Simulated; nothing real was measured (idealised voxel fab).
The following process module bears the name voxel self aligned vias.
Shown is cross-section cut, with a width of 250 nm and square cells of size 5 nm.
Cross-section format: a grid of square cells, given as bands from top to bottom; each band is one or more rows of cells.
Band: top height; bottom height; in nm. Then, left to right: material with width in nm, for each material. "all across": a single material spanning edge to edge. "air": empty space.
A quick word on heights: they are counted from 0, and under that level the wafer as it came to us is one material throughout. The lowest band is different from the rest in having no bottom; it simply continues downward, written as in "top 0, no bottom".
A width such as "30->40" changes by the same amount from each row of cells to the next, from the band's top row to its bottom row.
Any step labelled "nothing different" changed none of the cells in the cross-section.
If an empty space has no open way to the top and is at least 8 cells in size, "Closed voids list" lists it, written width x height at distance, where distance is measured from the left edge and every value is in nm.
On each step's line, the part that comes after the settings is the simulator's own comment on the step.
overlay nm: right-of-plan distance of the mask on a masked step; negative values mean left-of-plan.

Planned process steps:
1) RECEIVE with material Si
2) CONFORMAL_DEP with material SiO2, thk nm 10
3) CONFORMAL_DEP with material SiCN, thk nm 5
4) DIRECTIONAL_DEP with material SiO2, thk nm 20
5) PATTERN with tone open, mask id LINES, material resist, width nm 30, pitch nm 55, thk nm 15, overlay nm 0
6) DIRECTIONAL_ETCH with etch materials SiO2, depth nm 20
7) STRIP with etch materials resist
8) CONFORMAL_DEP with material TiN, thk nm 5
9) FILL_DEP with material Ru, thk nm 5
10) CMP with height nm 35
11) SELECTIVE_ETCH with etch materials W Ru TiN, depth nm 5
12) FILL_DEP with material SiN, thk nm 10
13) CMP with height nm 35
14) DIRECTIONAL_DEP with material SiO2, thk nm 20
15) MASKED_ETCH with tone open, mask id VIAS, width nm 40, pitch nm 55, etch materials SiO2, depth nm 20, overlay nm 0
16) MASKED_ETCH with tone open, mask id VIAS, width nm 40, pitch nm 55, etch materials SiN, depth nm 5, overlay nm 0
17) CONFORMAL_DEP with material TiN, thk nm 5
18) FILL_DEP with material Ru, thk nm 10
19) CMP with height nm 55
20) CONFORMAL_DEP with material SiCN, thk nm 5

Cross-section: wafer on arrival = after step 1:
> top 0, no bottom | Si all across
> Closed voids list: none

As-planned run: cross-section of the first of two wafers at end of module:
> top 60, bottom 55 | SiCN all across
> top 55, bottom 40 | 50 SiO2, then 5 TiN, then 30 Ru, then 5 TiN, then 15 SiO2, then 5 TiN, then 30 Ru, then 5 TiN, then 15 SiO2, then 5 TiN, then 30 Ru, then 5 TiN, then 50 SiO2
> top 40, bottom 35 | 50 SiO2, then 10 TiN, then 20 Ru, then 10 TiN, then 15 SiO2, then 10 TiN, then 20 Ru, then 10 TiN, then 15 SiO2, then 10 TiN, then 20 Ru, then 10 TiN, then 50 SiO2
> top 35, bottom 30 | 55 SiO2, then 30 TiN, then 25 SiO2, then 30 TiN, then 25 SiO2, then 30 TiN, then 55 SiO2
> top 30, bottom 20 | 55 SiO2, then 5 TiN, then 20 Ru, then 5 TiN, then 25 SiO2, then 5 TiN, then 20 Ru, then 5 TiN, then 25 SiO2, then 5 TiN, then 20 Ru, then 5 TiN, then 55 SiO2
> top 20, bottom 15 | 55 SiO2, then 30 TiN, then 25 SiO2, then 30 TiN, then 25 SiO2, then 30 TiN, then 55 SiO2
> top 15, bottom 10 | SiCN all across
> top 10, bottom 0 | SiO2 all across
> top 0, no bottom | Si all across
> Closed voids list: none

Cross-section at end of module for the second wafer of two, which matched the first in starting point and plan and differed by one mistake in its processing:
> top 60, bottom 55 | SiCN all across
> top 55, bottom 40 | 50 SiO2, then 5 TiN, then 30 Ru, then 5 TiN, then 15 SiO2, then 5 TiN, then 30 Ru, then 5 TiN, then 15 SiO2, then 5 TiN, then 30 Ru, then 5 TiN, then 50 SiO2
> top 40, bottom 35 | 50 SiO2, then 10 TiN, then 20 Ru, then 10 TiN, then 15 SiO2, then 10 TiN, then 20 Ru, then 10 TiN, then 15 SiO2, then 10 TiN, then 20 Ru, then 10 TiN, then 50 SiO2
> top 35, bottom 30 | 55 SiO2, then 30 TiN, then 25 SiO2, then 30 TiN, then 25 SiO2, then 30 TiN, then 55 SiO2
> top 30, bottom 20 | 55 SiO2, then 30 SiN, then 25 SiO2, then 30 SiN, then 25 SiO2, then 30 SiN, then 55 SiO2
> top 20, bottom 15 | 55 SiO2, then 30 TiN, then 25 SiO2, then 30 TiN, then 25 SiO2, then 30 TiN, then 55 SiO2
> top 15, bottom 10 | SiCN all across
> top 10, bottom 0 | SiO2 all across
> top 0, no bottom | Si all across
> Closed voids list: none
Deviation from plan: contrary to plan, step 11 was performed as SELECTIVE_ETCH with etch materials W Ru TiN, depth nm 15
Per the end-of-run cell counts, the second wafer holds more or fewer of some materials than the first: -24 Ru; +36 SiN; -12 TiN
